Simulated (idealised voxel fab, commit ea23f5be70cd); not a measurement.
process module | voxel trench capacitor
cross-section cut | 300 nm wide | cells 5 nm
A cross-section is a grid of square cells, given in bands from the top down. A band is one or more rows of cells.
Each band's line starts with the height of the band's top and of its bottom, in nm. Then come its materials from left to right, each with its width in nm. One material with "throughout" fills the band from edge to edge. "air" is empty space.
Height 0 is the level under which the wafer as received is all one material. The lowest band goes on downwards, as in "0 down".
A width such as "30 to 40" changes by the same amount from each row of cells to the next, from the band's top row to its bottom row.
"no change" after a step means that no cell of the cross-section changed.
closed voids: empty space of 8 cells or more with no open way to the top, each as width x height at its distance from the left edge, in nm
after a step's settings: what the simulator itself notes on the step
overlay nm, on a step with a mask: how far to the right of its planned place the mask lay; to the left if negative
plan
1 op RECEIVE | material Si
2 op CONFORMAL_DEP | material SiN | thk nm 10
3 op PATTERN | tone open | mask id TRENCH | material resist | width nm 15 | pitch nm 40 | thk nm 20 | overlay nm 0
4 op DIRECTIONAL_ETCH | etch materials SiN | depth nm 10
5 op DIRECTIONAL_ETCH | etch materials Si | depth nm 25
6 op STRIP | etch materials resist
7 op CONFORMAL_DEP | material Al2O3 | thk nm 5
8 op FILL_DEP | material polySi | thk nm 5
9 op CMP | height nm 10
as received, after step 1
  0 down: Si throughout
  closed voids: none
first wafer at the end, as planned
  10 to 0: SiN 80 | Al2O3 5 | polySi 5 | Al2O3 5 | SiN 25 | Al2O3 5 | polySi 5 | Al2O3 5 | SiN 25 | Al2O3 5 | polySi 5 | Al2O3 5 | SiN 25 | Al2O3 5 | polySi 5 | Al2O3 5 | SiN 85
  0 to -20: Si 80 | Al2O3 5 | polySi 5 | Al2O3 5 | Si 25 | Al2O3 5 | polySi 5 | Al2O3 5 | Si 25 | Al2O3 5 | polySi 5 | Al2O3 5 | Si 25 | Al2O3 5 | polySi 5 | Al2O3 5 | Si 85
  -20 to -25: Si 80 | Al2O3 15 | Si 25 | Al2O3 15 | Si 25 | Al2O3 15 | Si 25 | Al2O3 15 | Si 85
  -25 down: Si throughout
  closed voids: none
second wafer at the end: like start, like plan, one mistake
  10 to 0: SiN 80 | Al2O3 5 | polySi 5 | Al2O3 5 | SiN 25 | Al2O3 5 | polySi 5 | Al2O3 5 | SiN 25 | Al2O3 5 | polySi 5 | Al2O3 5 | SiN 25 | Al2O3 5 | polySi 5 | Al2O3 5 | SiN 85
  0 to -25: Si 80 | Al2O3 5 | polySi 5 | Al2O3 5 | Si 25 | Al2O3 5 | polySi 5 | Al2O3 5 | Si 25 | Al2O3 5 | polySi 5 | Al2O3 5 | Si 25 | Al2O3 5 | polySi 5 | Al2O3 5 | Si 85
  -25 to -30: Si 80 | Al2O3 15 | Si 25 | Al2O3 15 | Si 25 | Al2O3 15 | Si 25 | Al2O3 15 | Si 85
  -30 down: Si throughout
  closed voids: none
what went wrong: step 5 ran as: op DIRECTIONAL_ETCH | etch materials Si | depth nm 30
at the end the second wafer has, in cells: 8 more of Al2O3 | 12 fewer of Si | 4 more of polySi
